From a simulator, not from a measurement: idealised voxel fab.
The following process module bears the name voxel self aligned contacts.
Square cells of 5 nm make up the cross-section cut, whose width is 215 nm.
Cross-section format: a grid of square cells, given as bands from top to bottom; each band is one or more rows of cells. Look at the band entry: it leads with the top's height and the bottom's height in nm. Then it lists the materials left to right, with a width in nm for each. The word "edge to edge" on a single material says that material fills the band edge to edge. The word "air" is empty space. Zero point of the height axis is 0; under it, received wafer = one material. Lowest band: continues down indefinitely, "z 0 and below". Width: "30 to 40" (first number = top row, second number = bottom row, same change from row to row of cells). "nothing different" after a step means that no cell of the cross-section changed. Entry "Closed cavities" = empty spaces >= 8 cells with no open way to the top; each as width x height at distance, distance from left edge, all nm. after a step's settings: what the simulator itself notes on the step. The line of a step may include "overlay nm". On a step with a mask, this value is how far to the right of its planned place the mask lay. A negative value means the mask lay to the left.

**Process steps (planned)**
1: RECEIVE (material Si)
2: CONFORMAL_DEP (material SiO2; thk nm 5)
3: DIRECTIONAL_DEP (material polySi; thk nm 30)
4: DIRECTIONAL_DEP (material SiN; thk nm 25)
5: PATTERN (tone cover; mask id GATE; material resist; width nm 30; pitch nm 70; thk nm 15; overlay nm 0)
6: DIRECTIONAL_ETCH (etch materials SiN; depth nm 25)
7: DIRECTIONAL_ETCH (etch materials polySi; depth nm 30)
8: STRIP (etch materials resist)
9: CONFORMAL_DEP (material SiN; thk nm 10)
10: DIRECTIONAL_ETCH (etch materials SiN; depth nm 10)
11: FILL_DEP (material SiO2; thk nm 10)
12: CMP (height nm 65)
13: DIRECTIONAL_DEP (material aC; thk nm 15)
14: PATTERN (tone open; mask id CONTACT; material resist; width nm 50; pitch nm 70; thk nm 35; overlay nm 0)
15: DIRECTIONAL_ETCH (etch materials aC; depth nm 15)
16: STRIP (etch materials resist)
17: DIRECTIONAL_ETCH (etch materials SiO2; depth nm 65)
18: STRIP (etch materials aC)
19: CONFORMAL_DEP (material TiN; thk nm 5)
20: FILL_DEP (material W; thk nm 10)
21: CMP (height nm 65)
22: CONFORMAL_DEP (material SiN; thk nm 5)

**Cross-section of the incoming wafer, state after step 1**
* z 0 and below: Si edge to edge
* Closed cavities: none

**The plan above was carried out on the starting structure above with one mistake, and this cross-section shows the wafer at the end of the module**
* z 70 to 65: SiN edge to edge
* z 65 to 60: SiO2 45 nm, then TiN 50 nm, then SiO2 20 nm, then TiN 50 nm, then SiO2 50 nm
* z 60 to 35: SiO2 5 nm, then SiN 60 nm, then TiN 10 nm, then SiN 60 nm, then TiN 10 nm, then SiN 60 nm, then SiO2 10 nm
* z 35 to 5: SiO2 5 nm, then SiN 10 nm, then polySi 40 nm, then SiN 10 nm, then TiN 10 nm, then SiN 10 nm, then polySi 40 nm, then SiN 10 nm, then TiN 10 nm, then SiN 10 nm, then polySi 40 nm, then SiN 10 nm, then SiO2 10 nm
* z 5 to 0: SiO2 65 nm, then TiN 10 nm, then SiO2 60 nm, then TiN 10 nm, then SiO2 70 nm
* z 0 and below: Si edge to edge
* Closed cavities: none
Short version of what went wrong: not per plan at step 5, really ran PATTERN (tone cover; mask id GATE; material resist; width nm 40; pitch nm 70; thk nm 15; overlay nm 0)
